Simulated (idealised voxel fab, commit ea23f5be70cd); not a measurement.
The process module presented herein is designated voxel plated lines.
We display cut, a cross-section 140 nm in width whose square cells are each 5 nm.
Think of the cross-section as a grid of square cells. We describe it in bands, top to bottom, and each band covers one or more rows of those cells. For a band, the entry starts with two heights in nm, that of the top and then that of the bottom, and carries on with the band's materials in order from left to right, each alongside its width in nm; the word "all across" beside a single material means it fills the band edge to edge, and "empty" means empty space. For the purposes of this specification, 0 denotes the height below which the wafer in its as-received condition is composed wholly of one material, and the lowermost band, lacking a lower limit, extends downward without end, as expressed in "top 0, no bottom". Think of "30->40" as a width that walks from the first number to the second as you go down the band, top row to bottom row, taking equal-sized steps from row to row. "remained unchanged" means the step left every cell of the cross-section as it was. "Closed void list" means: voids of 8 cells or more that are shut off from the top with no open way through. Written width x height at distance, distance from the left edge, in nm. Where a step's line continues beyond its settings, the continuation is a remark by the simulator itself on that step. The setting "overlay nm" may be written on the line of a step. When the step uses a mask, the value reports how far to the right of the planned place the mask lay, and a negative value reports that it lay to the left.

# The steps planned for the process are as follows
| 1 | RECEIVE, material Si |
| 2 | CONFORMAL_DEP, material Al2O3, thk nm 5 |
| 3 | DIRECTIONAL_DEP, material TiN, thk nm 5 |
| 4 | PATTERN, tone open, mask id LINES, material resist, width nm 20, pitch nm 35, thk nm 15, overlay nm 0 |
| 5 | EPI, material Ru, thk nm 5 |
| 6 | STRIP, etch materials resist |
| 7 | DIRECTIONAL_ETCH, etch materials TiN, depth nm 5 |
| 8 | CONFORMAL_DEP, material SiCN, thk nm 10 |

# Here's what the wafer looked like in cross-section when it arrived - that's after step 1
	top 0, no bottom: Si all across
	Closed void list: none

# What the wafer looks like in cross-section after this module, when it starts as shown above and follows the plan above but one mistake is made in running it
	top 15, bottom 10: 25 of empty | 20 of Ru | 15 of empty | 20 of Ru | 15 of empty | 20 of Ru | 25 of empty
	top 10, bottom 5: 25 of empty | 20 of TiN | 15 of empty | 20 of TiN | 15 of empty | 20 of TiN | 25 of empty
	top 5, bottom 0: Al2O3 all across
	top 0, no bottom: Si all across
	Closed void list: none
Here's what went sideways: step 8 of the plan never got run, it was skipped over
